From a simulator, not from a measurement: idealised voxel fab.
Process module in this document: voxel double patterning
Square cell edge 5 nm, section width 175 nm, ID cut.
How to read a cross-section here: the picture is a grid of square cells, written as bands going from the top down, and any band can span one or more rows of cells.
Band entry format. Leading values: height of top, height of bottom, nm. Remainder: materials in left-to-right order, each with its width in nm. Special words: "everywhere" on a single material, which then fills the band edge to edge; "empty", empty space.
The level at which height equals 0 is the one under which the wafer, as it arrives, is entirely one material. No lower edge exists for the bottom band, which continues downward and is notated as in "top 0, no bottom".
Width spec "30 to 40" -> top row of cells at first value, bottom row at second value, equal per-row change in between.
"no alterations made" for a step: no cell of the cross-section changed in that step.
What "Sealed cavities" gives you is every empty space of 8 cells or more that is cut off from the top. Each appears as width x height at distance, with the distance taken from the left edge and width, height and distance all in nm.
Anything after a step's settings on that line? It's the simulator's own note about the step.
Steps that use a mask can have "overlay nm" on their line. It says how far the mask sat to the right of where it was meant to be. Negative means to the left.

### Here's what the planned process steps look like
1: RECEIVE,material Si
2: CONFORMAL_DEP,material SiO2,thk nm 10
3: DIRECTIONAL_DEP,material TiN,thk nm 20
4: DIRECTIONAL_DEP,material SiCN,thk nm 5
5: PATTERN,tone open,mask id FIRST,material resist,width nm 15,pitch nm 50,thk nm 15,overlay nm 0
6: DIRECTIONAL_ETCH,etch materials SiCN,depth nm 5
7: STRIP,etch materials resist
8: PATTERN,tone open,mask id SECOND,material resist,width nm 15,thk nm 15,overlay nm 0
9: DIRECTIONAL_ETCH,etch materials SiCN,depth nm 5
10: STRIP,etch materials resist
11: DIRECTIONAL_ETCH,etch materials TiN,depth nm 20
12: STRIP,etch materials SiCN

### Cross-section: wafer on arrival = after step 1
  top 0, no bottom | Si everywhere
  Sealed cavities: none

### Starting wafer: above. Plan: above. Run: one mistake. Cross-section after the module: below
  top 30, bottom 10 | empty 55 nm | TiN 15 nm | empty 35 nm | TiN 15 nm | empty 55 nm
  top 10, bottom 0 | SiO2 everywhere
  top 0, no bottom | Si everywhere
  Sealed cavities: none
The mistake made against the process plan was this: heads up, step 5 didn't go per plan, it actually ran as PATTERN,tone cover,mask id FIRST,material resist,width nm 15,pitch nm 50,thk nm 15,overlay nm 0
